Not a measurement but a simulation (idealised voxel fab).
The process module presented herein is designated voxel ribs on slabs.
This is section cut - it's 270 nm across, gridded in 5 nm square cells.
When this document writes out a cross-section, it uses a grid of square cells and lists it as bands, beginning at the top and moving down, with a band standing for one or more rows of cells.
It is stipulated that each band's entry specify, in nanometres, the height of the top of the band and then that of its bottom, followed by the materials of the band in left-to-right sequence, each together with its width in nanometres. A single material marked by the word "throughout" is understood to fill the band from edge to edge; the word "air" is understood to denote empty space.
The level at which height equals 0 is the one under which the wafer, as it arrives, is entirely one material. No lower edge exists for the bottom band, which continues downward and is notated as in "0 down".
Note: "30 to 40" means the width goes from the first number (top row of the band) to the second number (bottom row) in equal steps per row of cells.
Reading "remained unchanged" for a step: not a cell of the cross-section changed in it.
Heads up: "Enclosed internal voids" only lists the empty pockets with no open path to the top that are 8 cells or more, and it writes them as width x height at distance, distance from the left edge, in nm.
Where a step's line continues beyond its settings, the continuation is a remark by the simulator itself on that step.
"overlay nm" on a masked step: distance the mask lay right of its planned place, negative for left.
So the way this works: pairs, before and after one process step. The after picture only goes down to the lowest band that actually changed, nothing below. Step and its settings are under each pair. And watch out, pairs might come from different runs of this module, same starting wafer though, so a pair only follows on from the one above if its "Before processing step" entry tells you so.

Before processing step
  0 down  Si throughout
  Enclosed internal voids: none

Sectional View, Post-Process
  30 to 0  SiO2 throughout
  Whatever lies below 0 is exactly as it was before.
  Enclosed internal voids: none
As a process note, the step between the before and after cross-sections shown above is DIRECTIONAL_DEP,material SiO2,thk nm 30

Before processing step: It is represented by the cross-section appearing after the step of the pair directly above.

Sectional View, Post-Process
  55 to 30  polySi throughout
  Whatever lies below 30 is exactly as it was before.
  Enclosed internal voids: none
As a process note, the step between the before and after cross-sections shown above is DIRECTIONAL_DEP,material polySi,thk nm 25

Before processing step: It is represented by the cross-section appearing after the step of the pair directly above.

Sectional View, Post-Process
  55 to 35  125 nm air, then 20 nm polySi, then 125 nm air
  Whatever lies below 35 is exactly as it was before.
  Enclosed internal voids: none
As a process note, the step between the before and after cross-sections shown above is MASKED_ETCH,tone cover,mask id RIB,width nm 20,etch materials polySi,depth nm 20,overlay nm 0

Before processing step: It is represented by the cross-section appearing after the step of the pair directly above.

Sectional View, Post-Process
  75 to 55  100 nm air, then 70 nm resist, then 100 nm air
  55 to 35  100 nm air, then 25 nm resist, then 20 nm polySi, then 25 nm resist, then 100 nm air
  Whatever lies below 35 is exactly as it was before.
  Enclosed internal voids: none
As a process note, the step between the before and after cross-sections shown above is PATTERN,tone cover,mask id SLAB,material resist,width nm 70,thk nm 20,overlay nm 0

Before processing step: It is represented by the cross-section appearing after the step of the pair directly above.

Sectional View, Post-Process
  75 to 55  100 nm air, then 70 nm resist, then 100 nm air
  55 to 35  100 nm air, then 25 nm resist, then 20 nm polySi, then 25 nm resist, then 100 nm air
  35 to 30  100 nm air, then 70 nm polySi, then 100 nm air
  Whatever lies below 30 is exactly as it was before.
  Enclosed internal voids: none
As a process note, the step between the before and after cross-sections shown above is DIRECTIONAL_ETCH,etch materials polySi,depth nm 5

Before processing step: It is represented by the cross-section appearing after the step of the pair directly above.

Sectional View, Post-Process
  55 to 35  125 nm air, then 20 nm polySi, then 125 nm air
  Whatever lies below 35 is exactly as it was before.
  Enclosed internal voids: none
As a process note, the step between the before and after cross-sections shown above is STRIP,etch materials resist

Before processing step: It is represented by the cross-section appearing after the step of the pair directly above.

Sectional View, Post-Process
  75 to 55  SiO2 throughout
  55 to 35  125 nm SiO2, then 20 nm polySi, then 125 nm SiO2
  35 to 30  100 nm SiO2, then 70 nm polySi, then 100 nm SiO2
  Whatever lies below 30 is exactly as it was before.
  Enclosed internal voids: none
As a process note, the step between the before and after cross-sections shown above is FILL_DEP,material SiO2,thk nm 20

Before processing step: It is represented by the cross-section appearing after the step of the pair directly above.

Sectional View, Post-Process
  65 to 55  SiO2 throughout
  Whatever lies below 55 is exactly as it was before.
  Enclosed internal voids: none
As a process note, the step between the before and after cross-sections shown above is CMP,height nm 65

Before processing step: It is represented by the cross-section appearing after the step of the pair directly above.

Sectional View, Post-Process
  75 to 65  TiN throughout
  Whatever lies below 65 is exactly as it was before.
  Enclosed internal voids: none
As a process note, the step between the before and after cross-sections shown above is DIRECTIONAL_DEP,material TiN,thk nm 10

Before processing step: It is represented by the cross-section appearing after the step of the pair directly above.

Sectional View, Post-Process
  85 to 75  aC throughout
  Whatever lies below 75 is exactly as it was before.
  Enclosed internal voids: none
As a process note, the step between the before and after cross-sections shown above is DIRECTIONAL_DEP,material aC,thk nm 10

Before processing step: It is represented by the cross-section appearing after the step of the pair directly above.

Sectional View, Post-Process
  115 to 85  120 nm air, then 30 nm resist, then 120 nm air
  Whatever lies below 85 is exactly as it was before.
  Enclosed internal voids: none
As a process note, the step between the before and after cross-sections shown above is PATTERN,tone cover,mask id HEATER,material resist,width nm 30,thk nm 30,overlay nm 0

Before processing step: It is represented by the cross-section appearing after the step of the pair directly above.

Sectional View, Post-Process
  105 to 85  120 nm air, then 30 nm resist, then 120 nm air
  85 to 75  120 nm air, then 30 nm aC, then 120 nm air
  Whatever lies below 75 is exactly as it was before.
  Enclosed internal voids: none
As a process note, the step between the before and after cross-sections shown above is DIRECTIONAL_ETCH,etch materials aC,depth nm 10

Before processing step: It is represented by the cross-section appearing after the step of the pair directly above.

Sectional View, Post-Process
  85 to 75  120 nm air, then 30 nm aC, then 120 nm air
  Whatever lies below 75 is exactly as it was before.
  Enclosed internal voids: none
As a process note, the step between the before and after cross-sections shown above is STRIP,etch materials resist

Before processing step: It is represented by the cross-section appearing after the step of the pair directly above.

Sectional View, Post-Process
  85 to 75  120 nm air, then 30 nm aC, then 120 nm air
  75 to 65  120 nm air, then 30 nm TiN, then 120 nm air
  Whatever lies below 65 is exactly as it was before.
  Enclosed internal voids: none
As a process note, the step between the before and after cross-sections shown above is DIRECTIONAL_ETCH,etch materials TiN,depth nm 10

Before processing step: It is represented by the cross-section appearing after the step of the pair directly above.

Sectional View, Post-Process
  75 to 65  120 nm air, then 30 nm TiN, then 120 nm air
  Whatever lies below 65 is exactly as it was before.
  Enclosed internal voids: none
As a process note, the step between the before and after cross-sections shown above is STRIP,etch materials aC

Before processing step: It is represented by the cross-section appearing after the step of the pair directly above.

Sectional View, Post-Process
  85 to 75  110 nm air, then 50 nm SiO2, then 110 nm air
  75 to 65  120 nm SiO2, then 30 nm TiN, then 120 nm SiO2
  Whatever lies below 65 is exactly as it was before.
  Enclosed internal voids: none
As a process note, the step between the before and after cross-sections shown above is CONFORMAL_DEP,material SiO2,thk nm 10

Before processing step
  30 to 0  SiO2 throughout
  0 down  Si throughout
  Enclosed internal voids: none

Sectional View, Post-Process
  60 to 0  SiO2 throughout
  Whatever lies below 0 is exactly as it was before.
  Enclosed internal voids: none
As a process note, the step between the before and after cross-sections shown above is DIRECTIONAL_DEP,material SiO2,thk nm 30

Before processing step: It is represented by the cross-section appearing after the step of the pair directly above.

Sectional View, Post-Process
  85 to 60  polySi throughout
  Whatever lies below 60 is exactly as it was before.
  Enclosed internal voids: none
As a process note, the step between the before and after cross-sections shown above is DIRECTIONAL_DEP,material polySi,thk nm 25

Before processing step: It is represented by the cross-section appearing after the step of the pair directly above.

Sectional View, Post-Process
  85 to 65  125 nm air, then 20 nm polySi, then 125 nm air
  Whatever lies below 65 is exactly as it was before.
  Enclosed internal voids: none
As a process note, the step between the before and after cross-sections shown above is MASKED_ETCH,tone cover,mask id RIB,width nm 20,etch materials polySi,depth nm 20,overlay nm 0

Before processing step: It is represented by the cross-section appearing after the step of the pair directly above.

Sectional View, Post-Process
  105 to 85  100 nm air, then 70 nm resist, then 100 nm air
  85 to 65  100 nm air, then 25 nm resist, then 20 nm polySi, then 25 nm resist, then 100 nm air
  Whatever lies below 65 is exactly as it was before.
  Enclosed internal voids: none
As a process note, the step between the before and after cross-sections shown above is PATTERN,tone cover,mask id SLAB,material resist,width nm 70,thk nm 20,overlay nm 0

Before processing step: It is represented by the cross-section appearing after the step of the pair directly above.

Sectional View, Post-Process
  105 to 85  100 nm air, then 70 nm resist, then 100 nm air
  85 to 65  100 nm air, then 25 nm resist, then 20 nm polySi, then 25 nm resist, then 100 nm air
  65 to 60  100 nm air, then 70 nm polySi, then 100 nm air
  Whatever lies below 60 is exactly as it was before.
  Enclosed internal voids: none
As a process note, the step between the before and after cross-sections shown above is DIRECTIONAL_ETCH,etch materials polySi,depth nm 5

Before processing step: It is represented by the cross-section appearing after the step of the pair directly above.

Sectional View, Post-Process
  85 to 65  125 nm air, then 20 nm polySi, then 125 nm air
  Whatever lies below 65 is exactly as it was before.
  Enclosed internal voids: none
As a process note, the step between the before and after cross-sections shown above is STRIP,etch materials resist

Before processing step: It is represented by the cross-section appearing after the step of the pair directly above.

Sectional View, Post-Process
  105 to 85  SiO2 throughout
  85 to 65  125 nm SiO2, then 20 nm polySi, then 125 nm SiO2
  65 to 60  100 nm SiO2, then 70 nm polySi, then 100 nm SiO2
  Whatever lies below 60 is exactly as it was before.
  Enclosed internal voids: none
As a process note, the step between the before and after cross-sections shown above is FILL_DEP,material SiO2,thk nm 20

Before processing step: It is represented by the cross-section appearing after the step of the pair directly above.

Sectional View, Post-Process
  65 to 60  100 nm SiO2, then 70 nm polySi, then 100 nm SiO2
  Whatever lies below 60 is exactly as it was before.
  Enclosed internal voids: none
As a process note, the step between the before and after cross-sections shown above is CMP,height nm 65

Before processing step: It is represented by the cross-section appearing after the step of the pair directly above.

Sectional View, Post-Process
  75 to 65  TiN throughout
  Whatever lies below 65 is exactly as it was before.
  Enclosed internal voids: none
As a process note, the step between the before and after cross-sections shown above is DIRECTIONAL_DEP,material TiN,thk nm 10

Before processing step: It is represented by the cross-section appearing after the step of the pair directly above.

Sectional View, Post-Process
  85 to 75  aC throughout
  Whatever lies below 75 is exactly as it was before.
  Enclosed internal voids: none
As a process note, the step between the before and after cross-sections shown above is DIRECTIONAL_DEP,material aC,thk nm 10

Before processing step: It is represented by the cross-section appearing after the step of the pair directly above.

Sectional View, Post-Process
  115 to 85  120 nm air, then 30 nm resist, then 120 nm air
  Whatever lies below 85 is exactly as it was before.
  Enclosed internal voids: none
As a process note, the step between the before and after cross-sections shown above is PATTERN,tone cover,mask id HEATER,material resist,width nm 30,thk nm 30,overlay nm 0

Before processing step: It is represented by the cross-section appearing after the step of the pair directly above.

Sectional View, Post-Process
  105 to 85  120 nm air, then 30 nm resist, then 120 nm air
  85 to 75  120 nm air, then 30 nm aC, then 120 nm air
  Whatever lies below 75 is exactly as it was before.
  Enclosed internal voids: none
As a process note, the step between the before and after cross-sections shown above is DIRECTIONAL_ETCH,etch materials aC,depth nm 10

Before processing step: It is represented by the cross-section appearing after the step of the pair directly above.

Sectional View, Post-Process
  85 to 75  120 nm air, then 30 nm aC, then 120 nm air
  Whatever lies below 75 is exactly as it was before.
  Enclosed internal voids: none
As a process note, the step between the before and after cross-sections shown above is STRIP,etch materials resist

Before processing step: It is represented by the cross-section appearing after the step of the pair directly above.

Sectional View, Post-Process
  85 to 75  120 nm air, then 30 nm aC, then 120 nm air
  75 to 65  120 nm air, then 30 nm TiN, then 120 nm air
  Whatever lies below 65 is exactly as it was before.
  Enclosed internal voids: none
As a process note, the step between the before and after cross-sections shown above is DIRECTIONAL_ETCH,etch materials TiN,depth nm 10

Before processing step: It is represented by the cross-section appearing after the step of the pair directly above.

Sectional View, Post-Process
  75 to 65  120 nm air, then 30 nm TiN, then 120 nm air
  Whatever lies below 65 is exactly as it was before.
  Enclosed internal voids: none
As a process note, the step between the before and after cross-sections shown above is STRIP,etch materials aC

Before processing step: It is represented by the cross-section appearing after the step of the pair directly above.

Sectional View, Post-Process
  85 to 75  110 nm air, then 50 nm SiO2, then 110 nm air
  75 to 65  120 nm SiO2, then 30 nm TiN, then 120 nm SiO2
  Whatever lies below 65 is exactly as it was before.
  Enclosed internal voids: none
As a process note, the step between the before and after cross-sections shown above is CONFORMAL_DEP,material SiO2,thk nm 10

Before processing step
  0 down  Si throughout
  Enclosed internal voids: none

Sectional View, Post-Process
  25 to 0  polySi throughout
  Whatever lies below 0 is exactly as it was before.
  Enclosed internal voids: none
As a process note, the step between the before and after cross-sections shown above is DIRECTIONAL_DEP,material polySi,thk nm 25

Before processing step: It is represented by the cross-section appearing after the step of the pair directly above.

Sectional View, Post-Process
  55 to 25  SiO2 throughout
  Whatever lies below 25 is exactly as it was before.
  Enclosed internal voids: none
As a process note, the step between the before and after cross-sections shown above is DIRECTIONAL_DEP,material SiO2,thk nm 30

Before processing step: It is represented by the cross-section appearing after the step of the pair directly above.

Sectional View, Post-Process
  75 to 55  100 nm air, then 70 nm resist, then 100 nm air
  Whatever lies below 55 is exactly as it was before.
  Enclosed internal voids: none
As a process note, the step between the before and after cross-sections shown above is PATTERN,tone cover,mask id SLAB,material resist,width nm 70,thk nm 20,overlay nm 0

Before processing step: It is represented by the cross-section appearing after the step of the pair directly above.

Sectional View, Post-Process
  55 to 25  SiO2 throughout
  Whatever lies below 25 is exactly as it was before.
  Enclosed internal voids: none
As a process note, the step between the before and after cross-sections shown above is STRIP,etch materials resist

Before processing step: It is represented by the cross-section appearing after the step of the pair directly above.

Sectional View, Post-Process
  75 to 25  SiO2 throughout
  Whatever lies below 25 is exactly as it was before.
  Enclosed internal voids: none
As a process note, the step between the before and after cross-sections shown above is FILL_DEP,material SiO2,thk nm 20

Before processing step: It is represented by the cross-section appearing after the step of the pair directly above.

Sectional View, Post-Process
  65 to 25  SiO2 throughout
  Whatever lies below 25 is exactly as it was before.
  Enclosed internal voids: none
As a process note, the step between the before and after cross-sections shown above is CMP,height nm 65

Before processing step: It is represented by the cross-section appearing after the step of the pair directly above.

Sectional View, Post-Process
  75 to 65  TiN throughout
  Whatever lies below 65 is exactly as it was before.
  Enclosed internal voids: none
As a process note, the step between the before and after cross-sections shown above is DIRECTIONAL_DEP,material TiN,thk nm 10

Before processing step: It is represented by the cross-section appearing after the step of the pair directly above.

Sectional View, Post-Process
  85 to 75  aC throughout
  Whatever lies below 75 is exactly as it was before.
  Enclosed internal voids: none
As a process note, the step between the before and after cross-sections shown above is DIRECTIONAL_DEP,material aC,thk nm 10

Before processing step: It is represented by the cross-section appearing after the step of the pair directly above.

Sectional View, Post-Process
  115 to 85  120 nm air, then 30 nm resist, then 120 nm air
  Whatever lies below 85 is exactly as it was before.
  Enclosed internal voids: none
As a process note, the step between the before and after cross-sections shown above is PATTERN,tone cover,mask id HEATER,material resist,width nm 30,thk nm 30,overlay nm 0

Before processing step: It is represented by the cross-section appearing after the step of the pair directly above.

Sectional View, Post-Process
  105 to 85  120 nm air, then 30 nm resist, then 120 nm air
  85 to 75  120 nm air, then 30 nm aC, then 120 nm air
  Whatever lies below 75 is exactly as it was before.
  Enclosed internal voids: none
As a process note, the step between the before and after cross-sections shown above is DIRECTIONAL_ETCH,etch materials aC,depth nm 10

Before processing step: It is represented by the cross-section appearing after the step of the pair directly above.

Sectional View, Post-Process
  85 to 75  120 nm air, then 30 nm aC, then 120 nm air
  Whatever lies below 75 is exactly as it was before.
  Enclosed internal voids: none
As a process note, the step between the before and after cross-sections shown above is STRIP,etch materials resist

Before processing step: It is represented by the cross-section appearing after the step of the pair directly above.

Sectional View, Post-Process
  85 to 75  120 nm air, then 30 nm aC, then 120 nm air
  75 to 65  120 nm air, then 30 nm TiN, then 120 nm air
  Whatever lies below 65 is exactly as it was before.
  Enclosed internal voids: none
As a process note, the step between the before and after cross-sections shown above is DIRECTIONAL_ETCH,etch materials TiN,depth nm 10

Before processing step: It is represented by the cross-section appearing after the step of the pair directly above.

Sectional View, Post-Process
  75 to 65  120 nm air, then 30 nm TiN, then 120 nm air
  Whatever lies below 65 is exactly as it was before.
  Enclosed internal voids: none
As a process note, the step between the before and after cross-sections shown above is STRIP,etch materials aC

Before processing step: It is represented by the cross-section appearing after the step of the pair directly above.

Sectional View, Post-Process
  85 to 75  110 nm air, then 50 nm SiO2, then 110 nm air
  75 to 65  120 nm SiO2, then 30 nm TiN, then 120 nm SiO2
  Whatever lies below 65 is exactly as it was before.
  Enclosed internal voids: none
As a process note, the step between the before and after cross-sections shown above is CONFORMAL_DEP,material SiO2,thk nm 10

Before processing step
  75 to 55  SiO2 throughout
  55 to 35  125 nm SiO2, then 20 nm polySi, then 125 nm SiO2
  35 to 30  100 nm SiO2, then 70 nm polySi, then 100 nm SiO2
  30 to 0  SiO2 throughout
  0 down  Si throughout
  Enclosed internal voids: none

Sectional View, Post-Process
  70 to 55  SiO2 throughout
  Whatever lies below 55 is exactly as it was before.
  Enclosed internal voids: none
As a process note, the step between the before and after cross-sections shown above is CMP,height nm 70

Before processing step: It is represented by the cross-section appearing after the step of the pair directly above.

Sectional View, Post-Process
  80 to 70  TiN throughout
  Whatever lies below 70 is exactly as it was before.
  Enclosed internal voids: none
As a process note, the step between the before and after cross-sections shown above is DIRECTIONAL_DEP,material TiN,thk nm 10

Before processing step: It is represented by the cross-section appearing after the step of the pair directly above.

Sectional View, Post-Process
  90 to 80  aC throughout
  Whatever lies below 80 is exactly as it was before.
  Enclosed internal voids: none
As a process note, the step between the before and after cross-sections shown above is DIRECTIONAL_DEP,material aC,thk nm 10

Before processing step: It is represented by the cross-section appearing after the step of the pair directly above.

Sectional View, Post-Process
  120 to 90  120 nm air, then 30 nm resist, then 120 nm air
  Whatever lies below 90 is exactly as it was before.
  Enclosed internal voids: none
As a process note, the step between the before and after cross-sections shown above is PATTERN,tone cover,mask id HEATER,material resist,width nm 30,thk nm 30,overlay nm 0

Before processing step: It is represented by the cross-section appearing after the step of the pair directly above.

Sectional View, Post-Process
  110 to 90  120 nm air, then 30 nm resist, then 120 nm air
  90 to 80  120 nm air, then 30 nm aC, then 120 nm air
  Whatever lies below 80 is exactly as it was before.
  Enclosed internal voids: none
As a process note, the step between the before and after cross-sections shown above is DIRECTIONAL_ETCH,etch materials aC,depth nm 10

Before processing step: It is represented by the cross-section appearing after the step of the pair directly above.

Sectional View, Post-Process
  90 to 80  120 nm air, then 30 nm aC, then 120 nm air
  Whatever lies below 80 is exactly as it was before.
  Enclosed internal voids: none
As a process note, the step between the before and after cross-sections shown above is STRIP,etch materials resist

Before processing step: It is represented by the cross-section appearing after the step of the pair directly above.

Sectional View, Post-Process
  90 to 80  120 nm air, then 30 nm aC, then 120 nm air
  80 to 70  120 nm air, then 30 nm TiN, then 120 nm air
  Whatever lies below 70 is exactly as it was before.
  Enclosed internal voids: none
As a process note, the step between the before and after cross-sections shown above is DIRECTIONAL_ETCH,etch materials TiN,depth nm 10

Before processing step: It is represented by the cross-section appearing after the step of the pair directly above.

Sectional View, Post-Process
  80 to 70  120 nm air, then 30 nm TiN, then 120 nm air
  Whatever lies below 70 is exactly as it was before.
  Enclosed internal voids: none
As a process note, the step between the before and after cross-sections shown above is STRIP,etch materials aC

Before processing step: It is represented by the cross-section appearing after the step of the pair directly above.

Sectional View, Post-Process
  90 to 80  110 nm air, then 50 nm SiO2, then 110 nm air
  80 to 70  120 nm SiO2, then 30 nm TiN, then 120 nm SiO2
  Whatever lies below 70 is exactly as it was before.
  Enclosed internal voids: none
As a process note, the step between the before and after cross-sections shown above is CONFORMAL_DEP,material SiO2,thk nm 10

Before processing step
  55 to 35  125 nm air, then 20 nm polySi, then 125 nm air
  35 to 30  polySi throughout
  30 to 0  SiO2 throughout
  0 down  Si throughout
  Enclosed internal voids: none

Sectional View, Post-Process
  75 to 55  105 nm air, then 65 nm resist, then 100 nm air
  55 to 35  105 nm air, then 20 nm resist, then 20 nm polySi, then 25 nm resist, then 100 nm air
  Whatever lies below 35 is exactly as it was before.
  Enclosed internal voids: none
As a process note, the step between the before and after cross-sections shown above is PATTERN,tone cover,mask id SLAB,material resist,width nm 65,thk nm 20,overlay nm 0

Before processing step: It is represented by the cross-section appearing after the step of the pair directly above.

Sectional View, Post-Process
  75 to 55  105 nm air, then 65 nm resist, then 100 nm air
  55 to 35  105 nm air, then 20 nm resist, then 20 nm polySi, then 25 nm resist, then 100 nm air
  35 to 30  105 nm air, then 65 nm polySi, then 100 nm air
  Whatever lies below 30 is exactly as it was before.
  Enclosed internal voids: none
As a process note, the step between the before and after cross-sections shown above is DIRECTIONAL_ETCH,etch materials polySi,depth nm 5

Before processing step: It is represented by the cross-section appearing after the step of the pair directly above.

Sectional View, Post-Process
  55 to 35  125 nm air, then 20 nm polySi, then 125 nm air
  Whatever lies below 35 is exactly as it was before.
  Enclosed internal voids: none
As a process note, the step between the before and after cross-sections shown above is STRIP,etch materials resist

Before processing step: It is represented by the cross-section appearing after the step of the pair directly above.

Sectional View, Post-Process
  75 to 55  SiO2 throughout
  55 to 35  125 nm SiO2, then 20 nm polySi, then 125 nm SiO2
  35 to 30  105 nm SiO2, then 65 nm polySi, then 100 nm SiO2
  Whatever lies below 30 is exactly as it was before.
  Enclosed internal voids: none
As a process note, the step between the before and after cross-sections shown above is FILL_DEP,material SiO2,thk nm 20

Before processing step: It is represented by the cross-section appearing after the step of the pair directly above.

Sectional View, Post-Process
  65 to 55  SiO2 throughout
  Whatever lies below 55 is exactly as it was before.
  Enclosed internal voids: none
As a process note, the step between the before and after cross-sections shown above is CMP,height nm 65

Before processing step: It is represented by the cross-section appearing after the step of the pair directly above.

Sectional View, Post-Process
  75 to 65  TiN throughout
  Whatever lies below 65 is exactly as it was before.
  Enclosed internal voids: none
As a process note, the step between the before and after cross-sections shown above is DIRECTIONAL_DEP,material TiN,thk nm 10

Before processing step: It is represented by the cross-section appearing after the step of the pair directly above.

Sectional View, Post-Process
  85 to 75  aC throughout
  Whatever lies below 75 is exactly as it was before.
  Enclosed internal voids: none
As a process note, the step between the before and after cross-sections shown above is DIRECTIONAL_DEP,material aC,thk nm 10

Before processing step: It is represented by the cross-section appearing after the step of the pair directly above.

Sectional View, Post-Process
  115 to 85  120 nm air, then 30 nm resist, then 120 nm air
  Whatever lies below 85 is exactly as it was before.
  Enclosed internal voids: none
As a process note, the step between the before and after cross-sections shown above is PATTERN,tone cover,mask id HEATER,material resist,width nm 30,thk nm 30,overlay nm 0

Before processing step: It is represented by the cross-section appearing after the step of the pair directly above.

Sectional View, Post-Process
  105 to 85  120 nm air, then 30 nm resist, then 120 nm air
  85 to 75  120 nm air, then 30 nm aC, then 120 nm air
  Whatever lies below 75 is exactly as it was before.
  Enclosed internal voids: none
As a process note, the step between the before and after cross-sections shown above is DIRECTIONAL_ETCH,etch materials aC,depth nm 10

Before processing step: It is represented by the cross-section appearing after the step of the pair directly above.

Sectional View, Post-Process
  85 to 75  120 nm air, then 30 nm aC, then 120 nm air
  Whatever lies below 75 is exactly as it was before.
  Enclosed internal voids: none
As a process note, the step between the before and after cross-sections shown above is STRIP,etch materials resist

Before processing step: It is represented by the cross-section appearing after the step of the pair directly above.

Sectional View, Post-Process
  85 to 75  120 nm air, then 30 nm aC, then 120 nm air
  75 to 65  120 nm air, then 30 nm TiN, then 120 nm air
  Whatever lies below 65 is exactly as it was before.
  Enclosed internal voids: none
As a process note, the step between the before and after cross-sections shown above is DIRECTIONAL_ETCH,etch materials TiN,depth nm 10

Before processing step: It is represented by the cross-section appearing after the step of the pair directly above.

Sectional View, Post-Process
  75 to 65  120 nm air, then 30 nm TiN, then 120 nm air
  Whatever lies below 65 is exactly as it was before.
  Enclosed internal voids: none
As a process note, the step between the before and after cross-sections shown above is STRIP,etch materials aC

Before processing step: It is represented by the cross-section appearing after the step of the pair directly above.

Sectional View, Post-Process
  85 to 75  110 nm air, then 50 nm SiO2, then 110 nm air
  75 to 65  120 nm SiO2, then 30 nm TiN, then 120 nm SiO2
  Whatever lies below 65 is exactly as it was before.
  Enclosed internal voids: none
As a process note, the step between the before and after cross-sections shown above is CONFORMAL_DEP,material SiO2,thk nm 10

Before processing step
  55 to 30  polySi throughout
  30 to 0  SiO2 throughout
  0 down  Si throughout
  Enclosed internal voids: none

Sectional View, Post-Process
  55 to 35  130 nm air, then 20 nm polySi, then 120 nm air
  Whatever lies below 35 is exactly as it was before.
  Enclosed internal voids: none
As a process note, the step between the before and after cross-sections shown above is MASKED_ETCH,tone cover,mask id RIB,width nm 20,etch materials polySi,depth nm 20,overlay nm 5

Before processing step: It is represented by the cross-section appearing after the step of the pair directly above.

Sectional View, Post-Process
  75 to 55  100 nm air, then 70 nm resist, then 100 nm air
  55 to 35  100 nm air, then 30 nm resist, then 20 nm polySi, then 20 nm resist, then 100 nm air
  Whatever lies below 35 is exactly as it was before.
  Enclosed internal voids: none
As a process note, the step between the before and after cross-sections shown above is PATTERN,tone cover,mask id SLAB,material resist,width nm 70,thk nm 20,overlay nm 0

Before processing step: It is represented by the cross-section appearing after the step of the pair directly above.

Sectional View, Post-Process
  75 to 55  100 nm air, then 70 nm resist, then 100 nm air
  55 to 35  100 nm air, then 30 nm resist, then 20 nm polySi, then 20 nm resist, then 100 nm air
  35 to 30  100 nm air, then 70 nm polySi, then 100 nm air
  Whatever lies below 30 is exactly as it was before.
  Enclosed internal voids: none
As a process note, the step between the before and after cross-sections shown above is DIRECTIONAL_ETCH,etch materials polySi,depth nm 5

Before processing step: It is represented by the cross-section appearing after the step of the pair directly above.

Sectional View, Post-Process
  55 to 35  130 nm air, then 20 nm polySi, then 120 nm air
  Whatever lies below 35 is exactly as it was before.
  Enclosed internal voids: none
As a process note, the step between the before and after cross-sections shown above is STRIP,etch materials resist

Before processing step: It is represented by the cross-section appearing after the step of the pair directly above.

Sectional View, Post-Process
  75 to 55  SiO2 throughout
  55 to 35  130 nm SiO2, then 20 nm polySi, then 120 nm SiO2
  35 to 30  100 nm SiO2, then 70 nm polySi, then 100 nm SiO2
  Whatever lies below 30 is exactly as it was before.
  Enclosed internal voids: none
As a process note, the step between the before and after cross-sections shown above is FILL_DEP,material SiO2,thk nm 20

Before processing step: It is represented by the cross-section appearing after the step of the pair directly above.

Sectional View, Post-Process
  65 to 55  SiO2 throughout
  Whatever lies below 55 is exactly as it was before.
  Enclosed internal voids: none
As a process note, the step between the before and after cross-sections shown above is CMP,height nm 65

Before processing step: It is represented by the cross-section appearing after the step of the pair directly above.

Sectional View, Post-Process
  75 to 65  TiN throughout
  Whatever lies below 65 is exactly as it was before.
  Enclosed internal voids: none
As a process note, the step between the before and after cross-sections shown above is DIRECTIONAL_DEP,material TiN,thk nm 10

Before processing step: It is represented by the cross-section appearing after the step of the pair directly above.

Sectional View, Post-Process
  85 to 75  aC throughout
  Whatever lies below 75 is exactly as it was before.
  Enclosed internal voids: none
As a process note, the step between the before and after cross-sections shown above is DIRECTIONAL_DEP,material aC,thk nm 10

Before processing step: It is represented by the cross-section appearing after the step of the pair directly above.

Sectional View, Post-Process
  115 to 85  120 nm air, then 30 nm resist, then 120 nm air
  Whatever lies below 85 is exactly as it was before.
  Enclosed internal voids: none
As a process note, the step between the before and after cross-sections shown above is PATTERN,tone cover,mask id HEATER,material resist,width nm 30,thk nm 30,overlay nm 0

Before processing step: It is represented by the cross-section appearing after the step of the pair directly above.

Sectional View, Post-Process
  105 to 85  120 nm air, then 30 nm resist, then 120 nm air
  85 to 75  120 nm air, then 30 nm aC, then 120 nm air
  Whatever lies below 75 is exactly as it was before.
  Enclosed internal voids: none
As a process note, the step between the before and after cross-sections shown above is DIRECTIONAL_ETCH,etch materials aC,depth nm 10

Before processing step: It is represented by the cross-section appearing after the step of the pair directly above.

Sectional View, Post-Process
  85 to 75  120 nm air, then 30 nm aC, then 120 nm air
  Whatever lies below 75 is exactly as it was before.
  Enclosed internal voids: none
As a process note, the step between the before and after cross-sections shown above is STRIP,etch materials resist

Before processing step: It is represented by the cross-section appearing after the step of the pair directly above.

Sectional View, Post-Process
  85 to 75  120 nm air, then 30 nm aC, then 120 nm air
  75 to 65  120 nm air, then 30 nm TiN, then 120 nm air
  Whatever lies below 65 is exactly as it was before.
  Enclosed internal voids: none
As a process note, the step between the before and after cross-sections shown above is DIRECTIONAL_ETCH,etch materials TiN,depth nm 10

Before processing step: It is represented by the cross-section appearing after the step of the pair directly above.

Sectional View, Post-Process
  75 to 65  120 nm air, then 30 nm TiN, then 120 nm air
  Whatever lies below 65 is exactly as it was before.
  Enclosed internal voids: none
As a process note, the step between the before and after cross-sections shown above is STRIP,etch materials aC

Before processing step: It is represented by the cross-section appearing after the step of the pair directly above.

Sectional View, Post-Process
  85 to 75  110 nm air, then 50 nm SiO2, then 110 nm air
  75 to 65  120 nm SiO2, then 30 nm TiN, then 120 nm SiO2
  Whatever lies below 65 is exactly as it was before.
  Enclosed internal voids: none
As a process note, the step between the before and after cross-sections shown above is CONFORMAL_DEP,material SiO2,thk nm 10

Before processing step
  55 to 35  125 nm air, then 20 nm polySi, then 125 nm air
  35 to 30  100 nm air, then 70 nm polySi, then 100 nm air
  30 to 0  SiO2 throughout
  0 down  Si throughout
  Enclosed internal voids: none

Sectional View, Post-Process
  75 to 55  TiN throughout
  55 to 35  125 nm TiN, then 20 nm polySi, then 125 nm TiN
  35 to 30  100 nm TiN, then 70 nm polySi, then 100 nm TiN
  Whatever lies below 30 is exactly as it was before.
  Enclosed internal voids: none
As a process note, the step between the before and after cross-sections shown above is FILL_DEP,material TiN,thk nm 20

Before processing step: It is represented by the cross-section appearing after the step of the pair directly above.

Sectional View, Post-Process
  65 to 55  TiN throughout
  Whatever lies below 55 is exactly as it was before.
  Enclosed internal voids: none
As a process note, the step between the before and after cross-sections shown above is CMP,height nm 65

Before processing step: It is represented by the cross-section appearing after the step of the pair directly above.

Sectional View, Post-Process
  75 to 55  TiN throughout
  Whatever lies below 55 is exactly as it was before.
  Enclosed internal voids: none
As a process note, the step between the before and after cross-sections shown above is DIRECTIONAL_DEP,material TiN,thk nm 10

Before processing step: It is represented by the cross-section appearing after the step of the pair directly above.

Sectional View, Post-Process
  85 to 75  aC throughout
  Whatever lies below 75 is exactly as it was before.
  Enclosed internal voids: none
As a process note, the step between the before and after cross-sections shown above is DIRECTIONAL_DEP,material aC,thk nm 10
